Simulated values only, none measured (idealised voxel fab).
The following process module bears the name voxel lift off.
The figure presents cross-section cut, which has a width of 250 nm and is divided into square cells with an edge length of 5 nm.
Each cross-section below is a grid of square cells, stated as bands in top-down order, with one or more rows of cells making up each band. The entry gives the band's vertical extent as a top height and a bottom height in nm, then its horizontal make-up as materials from left to right, each with a width in nm. "blank" stands for empty space; a single material marked "everywhere" fills the band edge to edge. Heights are reckoned from 0. Under this level, the received wafer is all of one material. The bottommost band is open-ended downward, for example "0 nm and below". Per-row width for "30..40": begins at first number (top row of band), ends at second number (bottom row), increment between rows held constant. Where the words "nothing was modified" appear for a step, the cross-section shows no cell changed by that step; every cell remained as before. Any empty space of 8 cells or more lacking an open way to the top shows up in "Enclosed void list" as width x height at distance, distance from the left edge, in nm. Read whatever lies past the settings on a step's line as the simulator's own remark about the step. The setting "overlay nm" may be written on the line of a step. When the step uses a mask, the value reports how far to the right of the planned place the mask lay, and a negative value reports that it lay to the left.

Planned process steps:
step 1: op RECEIVE | material Si
step 2: op CONFORMAL_DEP | material SiN | thk nm 15
step 3: op PATTERN | tone open | mask id LINES | material resist | width nm 20 | pitch nm 50 | thk nm 20 | overlay nm 0
step 4: op DIRECTIONAL_DEP | material Ru | thk nm 10
step 5: op STRIP | etch materials resist
step 6: op CONFORMAL_DEP | material SiCN | thk nm 5

As-received wafer cross-section (after step 1):
  0 nm and below: Si everywhere
  Enclosed void list: none

Wafer cross-section at module end: first of two, run to plan:
  30 nm to 25 nm: 85 of blank, 30 of SiCN, 20 of blank, 30 of SiCN, 85 of blank
  25 nm to 20 nm: 85 of blank, 5 of SiCN, 20 of Ru, 5 of SiCN, 20 of blank, 5 of SiCN, 20 of Ru, 5 of SiCN, 85 of blank
  20 nm to 15 nm: 90 of SiCN, 20 of Ru, 30 of SiCN, 20 of Ru, 90 of SiCN
  15 nm to 0 nm: SiN everywhere
  0 nm and below: Si everywhere
  Enclosed void list: none

Same start, same plan as the first wafer - but one mistake in the run. Cross-section of the second of the two at the end of the module:
  30 nm to 25 nm: 85 of blank, 30 of SiN, 20 of blank, 30 of SiN, 85 of blank
  25 nm to 20 nm: 85 of blank, 5 of SiN, 20 of Ru, 5 of SiN, 20 of blank, 5 of SiN, 20 of Ru, 5 of SiN, 85 of blank
  20 nm to 15 nm: 90 of SiN, 20 of Ru, 30 of SiN, 20 of Ru, 90 of SiN
  15 nm to 0 nm: SiN everywhere
  0 nm and below: Si everywhere
  Enclosed void list: none
The mistake made against the process plan was this: step 6 deviated from plan and actually ran as op CONFORMAL_DEP | material SiN | thk nm 5
Final comparison by cell count, materials where the second wafer has more or fewer than the first: -58 SiCN, +58 SiN
